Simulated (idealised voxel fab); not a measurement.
Documented hereafter: the process module known as voxel self aligned contacts.
Cross-section cut: width 200 nm, square cells of 5 nm.
In this document a cross-section is written as a grid of square cells. It is given as a series of bands, listed from the top down, and a band is one or more rows of cells. A band entry consists of two parts. The first gives the height of the band's top and the height of its bottom, in nm. The rest lists the band's materials from left to right, each with its width in nm. A single material labelled with the word "throughout" fills the band from edge to edge, and the word "empty" marks empty space. Heights from 0 (as-received wafer is one material below). Bottom band endless downward, as "0 down". The two numbers in a width such as "30->40" mark its ends across the band: the first belongs to the top row of cells, the second to the bottom row, and from each row to the next the width moves by the same amount. "remains unaltered" (step): cross-section cells unchanged, all of them. Closed-off voids of 8+ cells (no open route to the top) go in "Entrapped voids", written width x height at distance from the left edge, in nm. Formally, on a step line, whatever follows the settings is a remark that the simulator itself makes on the step. What "overlay nm" on a step's line means: if the step has a mask, that mask lay this far to the right of its planned place, or, when the value is negative, to the left.
# Planned step list for the process
1. RECEIVE,material Si
2. OXIDIZE,depth nm 5
3. DIRECTIONAL_DEP,material polySi,thk nm 30
4. DIRECTIONAL_DEP,material SiN,thk nm 20
5. DIRECTIONAL_DEP,material aC,thk nm 15
6. PATTERN,tone cover,mask id GATE,material resist,width nm 25,pitch nm 60,thk nm 35,overlay nm 0
7. DIRECTIONAL_ETCH,etch materials aC,depth nm 15
8. STRIP,etch materials resist
9. DIRECTIONAL_ETCH,etch materials SiN,depth nm 20
10. DIRECTIONAL_ETCH,etch materials polySi,depth nm 30
11. STRIP,etch materials aC
12. CONFORMAL_DEP,material SiN,thk nm 10
13. DIRECTIONAL_ETCH,etch materials SiN,depth nm 10
14. FILL_DEP,material SiO2,thk nm 20
15. CMP,height nm 60
16. PATTERN,tone open,mask id CONTACT,material resist,width nm 45,pitch nm 60,thk nm 15,overlay nm 0
17. DIRECTIONAL_ETCH,etch materials SiO2,depth nm 65
18. STRIP,etch materials resist
19. CONFORMAL_DEP,material TiN,thk nm 5
20. FILL_DEP,material Ru,thk nm 10
21. CMP,height nm 60
22. CONFORMAL_DEP,material SiCN,thk nm 5
# Cross-section of the incoming wafer, state after step 1
* 0 down: Si throughout
* Entrapped voids: none
# This is how the wafer looks in cross-section once the module is done, given the starting state and plan above and one mistake in carrying the plan out
* 65 to 60: SiCN throughout
* 60 to 55: 15 of SiO2  45 of SiN  5 of TiN  5 of Ru  5 of TiN  45 of SiN  5 of TiN  5 of Ru  5 of TiN  45 of SiN  20 of SiO2
* 55 to 50: 15 of SiO2  45 of SiN  15 of TiN  45 of SiN  15 of TiN  45 of SiN  20 of SiO2
* 50 to 30: SiN throughout
* 30 to 0: polySi throughout
* 0 to -5: SiO2 throughout
* -5 down: Si throughout
* Entrapped voids: none
What was done differently from what was planned? it should be noted that step 4 of the plan was executed twice
